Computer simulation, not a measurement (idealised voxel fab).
voxel tone inversion: a process module
In the cross-section labelled cut, the width is 190 nm and each square cell is 5 nm.
Cross-section format: a grid of square cells, given as bands from top to bottom; each band is one or more rows of cells. The entry gives the band's vertical extent as a top height and a bottom height in nm, then its horizontal make-up as materials from left to right, each with a width in nm. "blank" stands for empty space; a single material marked "full width" fills the band edge to edge. Basically, 0 is our baseline, since under it the wafer straight out of the box is all one material. The bottom band has no lower end and keeps on going down, so it looks like "top 0, no bottom". Top row gets the first number, bottom row gets the second, and each row in between changes by the same step: that is how a band width like "30..40" works. Key: "everything unchanged" - step with no changed cell in the cross-section. Each empty space that has no open way to the top and spans at least 8 cells appears under "Trapped voids" as width x height at distance, the distance counted from the left edge, all in nm. On each step's line, the part that comes after the settings is the simulator's own comment on the step. If you see "overlay nm" on a step's line and that step has a mask, it's telling you how far right of where it was planned the mask ended up; a negative number means it went left instead.

Steps planned for the process
1: RECEIVE (material Si)
2: CONFORMAL_DEP (material SiN; thk nm 5)
3: DIRECTIONAL_DEP (material aC; thk nm 10)
4: PATTERN (tone cover; mask id POSTS; material resist; width nm 25; pitch nm 50; thk nm 30; overlay nm 0)
5: DIRECTIONAL_ETCH (etch materials aC; depth nm 20)
6: STRIP (etch materials resist)
7: FILL_DEP (material lowk; thk nm 10)
8: CMP (height nm 25)
9: STRIP (etch materials aC)
10: CONFORMAL_DEP (material TiN; thk nm 5)
11: FILL_DEP (material W; thk nm 10)
12: CMP (height nm 25)
13: CONFORMAL_DEP (material SiCN; thk nm 5)
Variable across wafers: step 3 thk nm (plan value is that of the first wafer; starting state common to all).

Received wafers, first of several: cross-section after step 1
top 0, no bottom  Si full width
Trapped voids: none

Basically each wafer gets a line in the table, showing it at the end of the module: material by material, the cells it gained (+) or lost (-) since we got it, then its closed voids
thk nm 10; +38 SiCN; +38 SiN; +20 aC; +132 lowk; Trapped voids: none
thk nm 15; +38 SiCN; +38 SiN; +30 aC; +122 lowk; Trapped voids: none
thk nm 20; +38 SiCN; +38 SiN; +22 TiN; +18 W; +112 lowk; Trapped voids: none
